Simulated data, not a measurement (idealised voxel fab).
Process module in this document: voxel quadruple lines
Pictured: cross-section cut, 140 nm wide, on a grid of 5 nm square cells.
Cross-section layout: square cells on a grid; listed as bands, top to bottom; a band spans one or more cell rows.
Per band: top height and bottom height in nm, followed by the left-to-right materials and their widths in nm; "throughout" marks a single material spanning edge to edge, "blank" marks empty space.
Ref level 0: as-received wafer is one material below here. Bottom band extends down with no lower bound ("0 -> down").
It should be noted that a width expressed as "30..40" varies in equal increments from row to row of cells within the band, taking the value of the first number at the top row and that of the second number at the bottom row.
You'll sometimes find "remained unchanged" written for a step, and that's the way of saying that nowhere in the cross-section did a cell change during that step.
Empty spaces counting at least 8 cells and having no open way to the top are listed in "Enclosed cavity list". The notation width x height at distance is used for each, the distance being from the left edge and all three values in nm.
Past the settings on a step's line: simulator remark, on that step.
"overlay nm" denotes, for a step that has a mask, the displacement of the mask to the right of its planned place, with negative values corresponding to the left.
Steps in the process plan
1: RECEIVE | material Si
2: CONFORMAL_DEP | material SiO2 | thk nm 5
3: DIRECTIONAL_DEP | material TiN | thk nm 10
4: DIRECTIONAL_DEP | material polySi | thk nm 20
5: DIRECTIONAL_DEP | material aC | thk nm 20
6: PATTERN | tone cover | mask id MANDREL | material resist | width nm 20 | pitch nm 60 | thk nm 30 | overlay nm 0
7: DIRECTIONAL_ETCH | etch materials aC | depth nm 20
8: STRIP | etch materials resist
9: CONFORMAL_DEP | material SiO2 | thk nm 10
10: DIRECTIONAL_ETCH | etch materials SiO2 | depth nm 10
11: STRIP | etch materials aC
12: DIRECTIONAL_ETCH | etch materials polySi | depth nm 20
13: STRIP | etch materials SiO2
14: CONFORMAL_DEP | material SiCN | thk nm 5
15: DIRECTIONAL_ETCH | etch materials SiCN | depth nm 5
16: STRIP | etch materials polySi
17: DIRECTIONAL_ETCH | etch materials TiN | depth nm 10
18: STRIP | etch materials SiCN
19: FILL_DEP | material lowk | thk nm 10
20: CMP | height nm 15
Cross-section: wafer on arrival = after step 1
- 0 -> down: Si throughout
- Enclosed cavity list: none
Sectioned view, first of two wafers, at the close of the module, processed as intended in the plan
- 15 -> 5: 15 lowk  5 TiN  10 lowk  5 TiN  10 lowk  5 TiN  10 lowk  5 TiN  10 lowk  5 TiN  10 lowk  5 TiN  10 lowk  5 TiN  10 lowk  5 TiN  15 lowk
- 5 -> 0: SiO2 throughout
- 0 -> down: Si throughout
- Enclosed cavity list: none
Second wafer cross-section at end of module - shared start and plan with the first, one mistake in the run
- 15 -> 5: 10 lowk  5 TiN  10 lowk  5 TiN  20 lowk  5 TiN  10 lowk  10 TiN  10 lowk  5 TiN  20 lowk  5 TiN  10 lowk  5 TiN  10 lowk
- 5 -> 0: SiO2 throughout
- 0 -> down: Si throughout
- Enclosed cavity list: none
Error vs. plan: step 6 did not happen as planned, as run it was PATTERN | tone cover | mask id MANDREL | material resist | width nm 30 | pitch nm 60 | thk nm 30 | overlay nm 0
Matching per-material cell counts, mismatched positions: that is how the second wafer compares with the first at the end.
